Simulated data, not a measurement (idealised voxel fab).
Title: Process Module voxel released beams
Cross-section cut: width 235 nm, square cells of 5 nm.
Cross-section = grid of square cells, listed top down in bands; band = one or more rows.
Top, bottom (nm), then materials left to right with widths (nm); lone material tagged "full width" fills the whole band edge to edge; "blank" = empty space.
Height 0 is the level under which the wafer as received is all one material. The lowest band goes on downwards, as in "z 0 and below".
A width such as "30 to 40" changes by the same amount from each row of cells to the next, from the band's top row to its bottom row.
"no change occurred" after a step means that no cell of the cross-section changed.
In the "Closed void roster" entry, you get each enclosed empty space of 8 cells or more, one with no open way to the top, written width x height at distance, distance from the left edge, in nm.
On each step's line, the part that comes after the settings is the simulator's own comment on the step.
The setting "overlay nm" may be written on the line of a step. When the step uses a mask, the value reports how far to the right of the planned place the mask lay, and a negative value reports that it lay to the left.
[The process steps that were planned are listed below]
1 RECEIVE | material Si
2 CONFORMAL_DEP | material Al2O3 | thk nm 10
3 DIRECTIONAL_DEP | material SiO2 | thk nm 15
4 MASKED_ETCH | tone open | mask id ANCHOR | width nm 30 | etch materials SiO2 | depth nm 15 | overlay nm 0
5 CONFORMAL_DEP | material polySi | thk nm 10
6 MASKED_ETCH | tone cover | mask id BEAM | width nm 100 | etch materials polySi | depth nm 10 | overlay nm 0
7 STRIP | etch materials SiO2
[Of two wafers, the first: run according to plan]
[Incoming wafer in cross-section (state: after step 1)]
* z 0 and below  Si full width
* Closed void roster: none
[Cross-section of the wafer after step 2]
* z 10 to 0  Al2O3 full width
* All layers under 0 are left as they were.
[Cross-section of the wafer after step 3]
* z 25 to 10  SiO2 full width
* All layers under 10 are left as they were.
[Cross-section of the wafer after step 4]
* z 25 to 10  SiO2 70, blank 30, SiO2 135
* All layers under 10 are left as they were.
[Cross-section of the wafer after step 5]
* z 35 to 25  polySi 80, blank 10, polySi 145
* z 25 to 20  SiO2 70, polySi 10, blank 10, polySi 10, SiO2 135
* z 20 to 10  SiO2 70, polySi 30, SiO2 135
* All layers under 10 are left as they were.
[Cross-section of the wafer after step 6]
* z 35 to 25  blank 65, polySi 15, blank 10, polySi 75, blank 70
* All layers under 25 are left as they were.
[Cross-section of the wafer after step 7]
* z 35 to 25  blank 65, polySi 15, blank 10, polySi 75, blank 70
* z 25 to 20  blank 70, polySi 10, blank 10, polySi 10, blank 135
* z 20 to 10  blank 70, polySi 30, blank 135
* All layers under 10 are left as they were.
[The second wafer: identical to the first at the outset and in its planned sequence, differing only in that one mistake was made during processing; up to and including step 1, its path is the first wafer's path]
[X-section, second wafer, when step 2 was due to finish]
* z 15 to 0  SiO2 full width
* All layers under 0 are left as they were.
[X-section, second wafer, when step 3 was due to finish]
* z 25 to 15  Al2O3 full width
* All layers under 15 are left as they were.
X-section, second wafer, when step 4 was due to finish: no change occurred
[X-section, second wafer, when step 5 was due to finish]
* z 35 to 25  polySi full width
* All layers under 25 are left as they were.
[X-section, second wafer, when step 6 was due to finish]
* z 35 to 25  blank 65, polySi 100, blank 70
* All layers under 25 are left as they were.
X-section, second wafer, when step 7 was due to finish: no change occurred
Plan not followed: contrary to the plan, steps 2 and 3 were processed in exchanged order
Wrapping up, a cell-based count of both wafers puts the second over or under the first for these materials: +141 SiO2, -12 polySi
